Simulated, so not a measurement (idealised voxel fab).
process module | voxel self aligned contacts
cross-section cut | 220 nm wide | cells 5 nm
A cross-section is a grid of square cells, given in bands from the top down. A band is one or more rows of cells.
Each band's line starts with the height of the band's top and of its bottom, in nm. Then come its materials from left to right, each with its width in nm. One material with "throughout" fills the band from edge to edge. "air" is empty space.
Height 0 is the level under which the wafer as received is all one material. The lowest band goes on downwards, as in "0 down".
A width such as "30 to 40" changes by the same amount from each row of cells to the next, from the band's top row to its bottom row.
"no change" after a step means that no cell of the cross-section changed.
closed voids: empty space of 8 cells or more with no open way to the top, each as width x height at its distance from the left edge, in nm
after a step's settings: what the simulator itself notes on the step
overlay nm, on a step with a mask: how far to the right of its planned place the mask lay; to the left if negative
plan
1 op RECEIVE | material Si
2 op OXIDIZE | depth nm 5
3 op DIRECTIONAL_DEP | material polySi | thk nm 25
4 op DIRECTIONAL_DEP | material SiN | thk nm 20
5 op PATTERN | tone cover | mask id GATE | material resist | width nm 25 | pitch nm 55 | thk nm 20 | overlay nm 0
6 op DIRECTIONAL_ETCH | etch materials SiN | depth nm 20
7 op DIRECTIONAL_ETCH | etch materials polySi | depth nm 25
8 op STRIP | etch materials resist
9 op CONFORMAL_DEP | material SiN | thk nm 5
10 op DIRECTIONAL_ETCH | etch materials SiN | depth nm 5
11 op FILL_DEP | material SiO2 | thk nm 15
12 op CMP | height nm 50
13 op PATTERN | tone open | mask id CONTACT | material resist | width nm 40 | thk nm 20 | overlay nm 0
14 op DIRECTIONAL_ETCH | etch materials SiO2 | depth nm 55
15 op STRIP | etch materials resist
16 op CONFORMAL_DEP | material TiN | thk nm 5
17 op FILL_DEP | material Ru | thk nm 10
18 op CMP | height nm 50
19 op CONFORMAL_DEP | material SiN | thk nm 5
as received, after step 1
  0 down: Si throughout
  closed voids: none
a wafer at the end: this start, this plan, one mistake
  55 to 50: SiN throughout
  50 to 45: SiO2 90 | TiN 15 | Ru 10 | TiN 15 | SiO2 90
  45 to 25: SiO2 65 | SiN 35 | TiN 5 | Ru 10 | TiN 5 | SiN 35 | SiO2 65
  25 to 20: SiO2 100 | TiN 20 | SiO2 100
  20 to 0: polySi throughout
  0 down: Si throughout
  closed voids: none
what went wrong: steps 2 and 3 were swapped
